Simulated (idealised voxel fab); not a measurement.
process module | voxel ribs on slabs
cross-section cut | 295 nm wide | cells 5 nm
A cross-section is a grid of square cells, given in bands from the top down. A band is one or more rows of cells.
Each band's line starts with the height of the band's top and of its bottom, in nm. Then come its materials from left to right, each with its width in nm. One material with "throughout" fills the band from edge to edge. "air" is empty space.
Height 0 is the level under which the wafer as received is all one material. The lowest band goes on downwards, as in "0 down".
A width such as "30 to 40" changes by the same amount from each row of cells to the next, from the band's top row to its bottom row.
"no change" after a step means that no cell of the cross-section changed.
closed voids: empty space of 8 cells or more with no open way to the top, each as width x height at its distance from the left edge, in nm
after a step's settings: what the simulator itself notes on the step
overlay nm, on a step with a mask: how far to the right of its planned place the mask lay; to the left if negative
plan
1 op RECEIVE | material Si
2 op DIRECTIONAL_DEP | material SiO2 | thk nm 30
3 op DIRECTIONAL_DEP | material SiN | thk nm 15
4 op PATTERN | tone cover | mask id RIB | material resist | width nm 15 | thk nm 20 | overlay nm 0
5 op DIRECTIONAL_ETCH | etch materials SiN | depth nm 10
6 op STRIP | etch materials resist
7 op MASKED_ETCH | tone cover | mask id SLAB | width nm 75 | etch materials SiN | depth nm 5 | overlay nm 0
8 op FILL_DEP | material SiO2 | thk nm 25
9 op CMP | height nm 65
10 op DIRECTIONAL_DEP | material W | thk nm 10
11 op DIRECTIONAL_DEP | material aC | thk nm 15
12 op PATTERN | tone cover | mask id HEATER | material resist | width nm 25 | thk nm 35 | overlay nm 0
13 op DIRECTIONAL_ETCH | etch materials aC | depth nm 15
14 op STRIP | etch materials resist
15 op DIRECTIONAL_ETCH | etch materials W | depth nm 10
16 op STRIP | etch materials aC
17 op CONFORMAL_DEP | material SiO2 | thk nm 5
as received, after step 1
  0 down: Si throughout
  closed voids: none
a wafer at the end: this start, this plan, one mistake
  75 to 65: air 135 | W 25 | air 135
  65 to 45: SiO2 throughout
  45 to 35: SiO2 140 | SiN 15 | SiO2 140
  35 to 30: SiO2 110 | SiN 75 | SiO2 110
  30 to 0: SiO2 throughout
  0 down: Si throughout
  closed voids: none
what went wrong: step 17 was left out
